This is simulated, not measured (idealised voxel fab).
The following process module bears the name voxel capacitor over wiring.
Square cells of 5 nm make up the cross-section cut, whose width is 300 nm.
Just so we're on the same page, the cross-sections are grids of square cells, and they're listed out in bands top to bottom, each band one or more rows deep.
Top, bottom (nm), then materials left to right with widths (nm); lone material tagged "full width" fills the whole band edge to edge; "air" = empty space.
Basically, 0 is our baseline, since under it the wafer straight out of the box is all one material. The bottom band has no lower end and keeps on going down, so it looks like "0 nm and below".
Width "30->40": first value at the band's top row of cells, second value at its bottom row, equal change from row to row.
When a step is marked "remained unchanged", none of the cells in the cross-section changed during that step.
Enclosed voids (no open way to top), threshold 8 cells or more, entry "Catalogued sealed voids", notation width x height at distance, distance from left edge, nm.
On each step's line, the part that comes after the settings is the simulator's own comment on the step.
Each step line may optionally specify "overlay nm", which for a step with a mask gives the rightward distance between the mask's planned place and where it lay, a negative value indicating the leftward direction.
These are the steps we planned for the process
1. RECEIVE with material Si
2. CONFORMAL_DEP with material SiO2, thk nm 10
3. CONFORMAL_DEP with material SiN, thk nm 5
4. DIRECTIONAL_DEP with material SiO2, thk nm 25
5. DIRECTIONAL_DEP with material aC, thk nm 10
6. PATTERN with tone open, mask id METAL_1, material resist, width nm 30, pitch nm 85, thk nm 30, overlay nm 0
7. DIRECTIONAL_ETCH with etch materials aC, depth nm 10
8. STRIP with etch materials resist
9. DIRECTIONAL_ETCH with etch materials SiO2, depth nm 25
10. DIRECTIONAL_ETCH with etch materials SiN, depth nm 5
11. STRIP with etch materials aC
12. CONFORMAL_DEP with material TiN, thk nm 5
13. FILL_DEP with material Cu, thk nm 10
14. CMP with height nm 40
15. CONFORMAL_DEP with material SiCN, thk nm 5
16. DIRECTIONAL_DEP with material lowk, thk nm 20
17. MASKED_ETCH with tone open, mask id PLUG_1, width nm 15, etch materials lowk, depth nm 20, overlay nm 0
18. MASKED_ETCH with tone open, mask id PLUG_1, width nm 15, etch materials SiCN, depth nm 5, overlay nm 0
19. EPI with material Ru, thk nm 10
20. EPI with material Ru, thk nm 10
21. EPI with material Ru, thk nm 5
22. DIRECTIONAL_DEP with material TiN, thk nm 10
23. DIRECTIONAL_DEP with material SiN, thk nm 5
24. DIRECTIONAL_DEP with material TiN, thk nm 5
25. MASKED_ETCH with tone cover, mask id UPPER_PLATE, width nm 60, etch materials TiN, depth nm 5, overlay nm 0
26. MASKED_ETCH with tone cover, mask id UPPER_PLATE, width nm 60, etch materials SiN, depth nm 5, overlay nm 0
27. PATTERN with tone cover, mask id LOWER_PLATE, material resist, width nm 70, thk nm 15, overlay nm 0
28. DIRECTIONAL_ETCH with etch materials TiN, depth nm 10
29. STRIP with etch materials resist
30. FILL_DEP with material SiO2, thk nm 15
31. CMP with height nm 95
32. MASKED_ETCH with tone open, mask id PLUG_2, width nm 15, etch materials SiO2, depth nm 10, overlay nm 0
33. CONFORMAL_DEP with material TiN, thk nm 5
34. FILL_DEP with material W, thk nm 5
35. CMP with height nm 95
36. CONFORMAL_DEP with material SiCN, thk nm 5
Cross-section of the wafer as it came to us, i.e., already through step 1
    0 nm and below | Si full width
    Catalogued sealed voids: none
first wafer at the end, as planned
    100 nm to 95 nm | SiCN full width
    95 nm to 90 nm | SiO2 115 / TiN 5 / W 5 / TiN 5 / SiO2 170
    90 nm to 80 nm | SiO2 115->105 / TiN 15->60 / SiO2 170->135
    80 nm to 75 nm | SiO2 105 / SiN 60 / SiO2 135
    75 nm to 65 nm | SiO2 100 / TiN 70 / SiO2 130
    65 nm to 45 nm | lowk 105 / Ru 15 / lowk 180
    45 nm to 40 nm | SiCN 105 / Ru 15 / SiCN 180
    40 nm to 15 nm | SiO2 90 / TiN 5 / Cu 20 / TiN 5 / SiO2 55 / TiN 5 / Cu 20 / TiN 5 / SiO2 95
    15 nm to 10 nm | SiN 90 / TiN 30 / SiN 55 / TiN 30 / SiN 95
    10 nm to 0 nm | SiO2 full width
    0 nm and below | Si full width
    Catalogued sealed voids: none
Second of two wafers, module complete, sectioned: it shares the first wafer's start and plan but was run with one mistake
    90 nm to 85 nm | SiCN full width
    85 nm to 80 nm | SiO2 105 / TiN 60 / SiO2 135
    80 nm to 75 nm | SiO2 105 / SiN 60 / SiO2 135
    75 nm to 65 nm | SiO2 100 / TiN 70 / SiO2 130
    65 nm to 45 nm | lowk 105 / Ru 15 / lowk 180
    45 nm to 40 nm | SiCN 105 / Ru 15 / SiCN 180
    40 nm to 15 nm | SiO2 90 / TiN 5 / Cu 20 / TiN 5 / SiO2 55 / TiN 5 / Cu 20 / TiN 5 / SiO2 95
    15 nm to 10 nm | SiN 90 / TiN 30 / SiN 55 / TiN 30 / SiN 95
    10 nm to 0 nm | SiO2 full width
    0 nm and below | Si full width
    Catalogued sealed voids: none
So what did we get wrong on this run? rather than as planned, step 35 actually ran as CMP with height nm 85
Looking at both finished wafers in cells, the second ends up ahead of or behind the first on some materials: SiO2 -114; TiN -5; W -1
